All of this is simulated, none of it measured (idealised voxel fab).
Process module, titled voxel gate over fins
FYI the section here is cut, 150 nm wide, cells are 5 nm squares.
Heads up, the way a cross-section reads in here is a grid of square cells, handed over as bands from the top down, with every band being one or more rows of cells. Within each band entry, the heights of the top and of the bottom of the band appear first, in that order and in nm; the materials of the band then follow from left to right, each with its corresponding width in nm. The designation "everywhere" on a single material indicates that it fills the band from edge to edge; the designation "air" indicates empty space. We count height from 0. Below that, the starting wafer is all one material. The lowest band never ends at the bottom but goes on down; see "0 nm and below" for how that is written. You'd read "30..40" like this: the band's top row of cells is as wide as the first number, its bottom row is as wide as the second, and going down, every row changes width by the same amount as the row before did. For the purposes of this document, the phrase "all unchanged" attached to a step denotes that no cell within the cross-section was modified by that step. Enclosed voids (no open way to top), threshold 8 cells or more, entry "Sealed internal cavities", notation width x height at distance, distance from left edge, nm. Formally, on a step line, whatever follows the settings is a remark that the simulator itself makes on the step. Steps that use a mask can have "overlay nm" on their line. It says how far the mask sat to the right of where it was meant to be. Negative means to the left.
### So here's the lineup of process steps we planned
step 1: RECEIVE, material Si
step 2: CONFORMAL_DEP, material SiN, thk nm 10
step 3: PATTERN, tone cover, mask id FINS, material resist, width nm 15, pitch nm 35, thk nm 15, overlay nm 0
step 4: DIRECTIONAL_ETCH, etch materials SiN, depth nm 10
step 5: DIRECTIONAL_ETCH, etch materials Si, depth nm 35
step 6: STRIP, etch materials resist
step 7: OXIDIZE, depth nm 5
step 8: FILL_DEP, material SiO2, thk nm 5
step 9: CMP, height nm 10
step 10: SELECTIVE_ETCH, etch materials SiO2, depth nm 25
step 11: STRIP, etch materials SiN
step 12: CONFORMAL_DEP, material HfO2, thk nm 5
step 13: CONFORMAL_DEP, material TiN, thk nm 5
step 14: FILL_DEP, material W, thk nm 15
step 15: CMP, height nm 20
step 16: CONFORMAL_DEP, material SiCN, thk nm 10
Don't read the plan's thk nm for step 13 as applying to every wafer: that's the first wafer's value, and the wafers differ in it, though they all start identical.
### Incoming state of the first of several wafers in cross-section: after step 1
- 0 nm and below  Si everywhere
- Sealed internal cavities: none
### The figure below presents a cross-section of the first of several wafers at the conclusion of the module, following its last step, step 16
- 30 nm to 20 nm  SiCN everywhere
- 20 nm to 10 nm  W everywhere
- 10 nm to 5 nm  W 45 | TiN 25 | W 10 | TiN 25 | W 45
- 5 nm to 0 nm  W 45 | TiN 5 | HfO2 15 | TiN 5 | W 10 | TiN 5 | HfO2 15 | TiN 5 | W 45
- 0 nm to -5 nm  W 45 | TiN 5 | HfO2 5 | Si 5 | HfO2 5 | TiN 5 | W 10 | TiN 5 | HfO2 5 | Si 5 | HfO2 5 | TiN 5 | W 45
- -5 nm to -10 nm  TiN 50 | HfO2 5 | Si 5 | HfO2 5 | TiN 20 | HfO2 5 | Si 5 | HfO2 5 | TiN 50
- -10 nm to -15 nm  HfO2 55 | Si 5 | HfO2 30 | Si 5 | HfO2 55
- -15 nm to -40 nm  SiO2 55 | Si 5 | SiO2 30 | Si 5 | SiO2 55
- -40 nm and below  Si everywhere
- Sealed internal cavities: none
### The last wafer as seen in cross-section at the end of the module
- 30 nm to 20 nm  SiCN everywhere
- 20 nm to 10 nm  W 30 | TiN 90 | W 30
- 10 nm to 5 nm  TiN everywhere
- 5 nm to 0 nm  TiN 50 | HfO2 15 | TiN 20 | HfO2 15 | TiN 50
- 0 nm to -10 nm  TiN 50 | HfO2 5 | Si 5 | HfO2 5 | TiN 20 | HfO2 5 | Si 5 | HfO2 5 | TiN 50
- -10 nm to -15 nm  HfO2 55 | Si 5 | HfO2 30 | Si 5 | HfO2 55
- -15 nm to -40 nm  SiO2 55 | Si 5 | SiO2 30 | Si 5 | SiO2 55
- -40 nm and below  Si everywhere
- Sealed internal cavities: none
### Below: a row per wafer. Contents at end of module: for every material, cells gained since receipt (+) or lost since receipt (-); then closed voids
thk nm 5, +42 HfO2, -224 Si, +60 SiCN, +140 SiO2, +42 TiN, +120 W, Sealed internal cavities: none
thk nm 10, +42 HfO2, -224 Si, +60 SiCN, +140 SiO2, +84 TiN, +78 W, Sealed internal cavities: none
thk nm 15, +42 HfO2, -224 Si, +60 SiCN, +140 SiO2, +120 TiN, +42 W, Sealed internal cavities: none
thk nm 20, +42 HfO2, -224 Si, +60 SiCN, +140 SiO2, +138 TiN, +24 W, Sealed internal cavities: none
